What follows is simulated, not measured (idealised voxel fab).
A process module follows: voxel lift off.
In the cross-section labelled cut, the width is 270 nm and each square cell is 5 nm.
The cross-sections in this document take the form of a grid made of square cells. They are written out as bands, in order from top to bottom. Each band consists of one or more rows of cells. Top height, bottom height, nm. Materials left to right, width each, nm. Single material + "everywhere" = fills band edge to edge. "empty" = empty. It should be noted that heights are counted from 0, beneath which the wafer as supplied is of one material throughout, and that the lowest band possesses no lower boundary but continues downward, as written in "0..down". A two-number width, for instance "30..40", indicates that the width is equal to the first number in the top row of the band and to the second number in the bottom row, and that it changes by a constant amount per row of cells. When a step is marked "no modification", none of the cells in the cross-section changed during that step. Enclosed voids (no open way to top), threshold 8 cells or more, entry "Enclosed voids", notation width x height at distance, distance from left edge, nm. On a step's line, text after the settings is the simulator commenting on that step. The optional step-line setting "overlay nm" applies to steps with a mask and quantifies how far to the right of its planned location the mask lay, a negative value indicating leftward placement.
### Listed below are the process steps as planned
1. RECEIVE (material Si)
2. CONFORMAL_DEP (material SiO2; thk nm 5)
3. PATTERN (tone open; mask id LINES; material resist; width nm 25; pitch nm 50; thk nm 30; overlay nm 0)
4. DIRECTIONAL_DEP (material Ru; thk nm 15)
5. STRIP (etch materials resist)
6. CONFORMAL_DEP (material SiO2; thk nm 10)
### The first of two wafers, run as planned
### Cross-section: wafer on arrival = after step 1
0..down: Si everywhere
Enclosed voids: none
### After step 2, in cross-section
5..0: SiO2 everywhere
Unchanged below 0.
### After step 3, in cross-section
35..5: 45 nm resist, 25 nm empty, 25 nm resist, 25 nm empty, 25 nm resist, 25 nm empty, 25 nm resist, 25 nm empty, 50 nm resist
Unchanged below 5.
### After step 4, in cross-section
50..35: 45 nm Ru, 25 nm empty, 25 nm Ru, 25 nm empty, 25 nm Ru, 25 nm empty, 25 nm Ru, 25 nm empty, 50 nm Ru
35..20: 45 nm resist, 25 nm empty, 25 nm resist, 25 nm empty, 25 nm resist, 25 nm empty, 25 nm resist, 25 nm empty, 50 nm resist
20..5: 45 nm resist, 25 nm Ru, 25 nm resist, 25 nm Ru, 25 nm resist, 25 nm Ru, 25 nm resist, 25 nm Ru, 50 nm resist
Unchanged below 5.
### After step 5, in cross-section
20..5: 45 nm empty, 25 nm Ru, 25 nm empty, 25 nm Ru, 25 nm empty, 25 nm Ru, 25 nm empty, 25 nm Ru, 50 nm empty
Unchanged below 5.
### After step 6, in cross-section
30..20: 35 nm empty, 45 nm SiO2, 5 nm empty, 45 nm SiO2, 5 nm empty, 45 nm SiO2, 5 nm empty, 45 nm SiO2, 40 nm empty
20..15: 35 nm empty, 10 nm SiO2, 25 nm Ru, 10 nm SiO2, 5 nm empty, 10 nm SiO2, 25 nm Ru, 10 nm SiO2, 5 nm empty, 10 nm SiO2, 25 nm Ru, 10 nm SiO2, 5 nm empty, 10 nm SiO2, 25 nm Ru, 10 nm SiO2, 40 nm empty
15..5: 45 nm SiO2, 25 nm Ru, 25 nm SiO2, 25 nm Ru, 25 nm SiO2, 25 nm Ru, 25 nm SiO2, 25 nm Ru, 50 nm SiO2
Unchanged below 5.
### Second wafer, same starting state and plan as the first, one mistake in the run, identical through step 2
### What the second wafer looks like in cross-section when step 3 should have wrapped up
35..5: 50 nm resist, 25 nm empty, 25 nm resist, 25 nm empty, 25 nm resist, 25 nm empty, 25 nm resist, 25 nm empty, 45 nm resist
Unchanged below 5.
### What the second wafer looks like in cross-section when step 4 should have wrapped up
50..35: 50 nm Ru, 25 nm empty, 25 nm Ru, 25 nm empty, 25 nm Ru, 25 nm empty, 25 nm Ru, 25 nm empty, 45 nm Ru
35..20: 50 nm resist, 25 nm empty, 25 nm resist, 25 nm empty, 25 nm resist, 25 nm empty, 25 nm resist, 25 nm empty, 45 nm resist
20..5: 50 nm resist, 25 nm Ru, 25 nm resist, 25 nm Ru, 25 nm resist, 25 nm Ru, 25 nm resist, 25 nm Ru, 45 nm resist
Unchanged below 5.
### What the second wafer looks like in cross-section when step 5 should have wrapped up
20..5: 50 nm empty, 25 nm Ru, 25 nm empty, 25 nm Ru, 25 nm empty, 25 nm Ru, 25 nm empty, 25 nm Ru, 45 nm empty
Unchanged below 5.
### What the second wafer looks like in cross-section when step 6 should have wrapped up
30..20: 40 nm empty, 45 nm SiO2, 5 nm empty, 45 nm SiO2, 5 nm empty, 45 nm SiO2, 5 nm empty, 45 nm SiO2, 35 nm empty
20..15: 40 nm empty, 10 nm SiO2, 25 nm Ru, 10 nm SiO2, 5 nm empty, 10 nm SiO2, 25 nm Ru, 10 nm SiO2, 5 nm empty, 10 nm SiO2, 25 nm Ru, 10 nm SiO2, 5 nm empty, 10 nm SiO2, 25 nm Ru, 10 nm SiO2, 35 nm empty
15..5: 50 nm SiO2, 25 nm Ru, 25 nm SiO2, 25 nm Ru, 25 nm SiO2, 25 nm Ru, 25 nm SiO2, 25 nm Ru, 45 nm SiO2
Unchanged below 5.
Misprocessing identified: note that step 3 departed from the planned setting and was carried out as PATTERN (tone open; mask id LINES; material resist; width nm 25; pitch nm 50; thk nm 30; overlay nm 5)
By the end, you'd get the same cell count for each material on either wafer, but the second wafer puts them somewhere else.
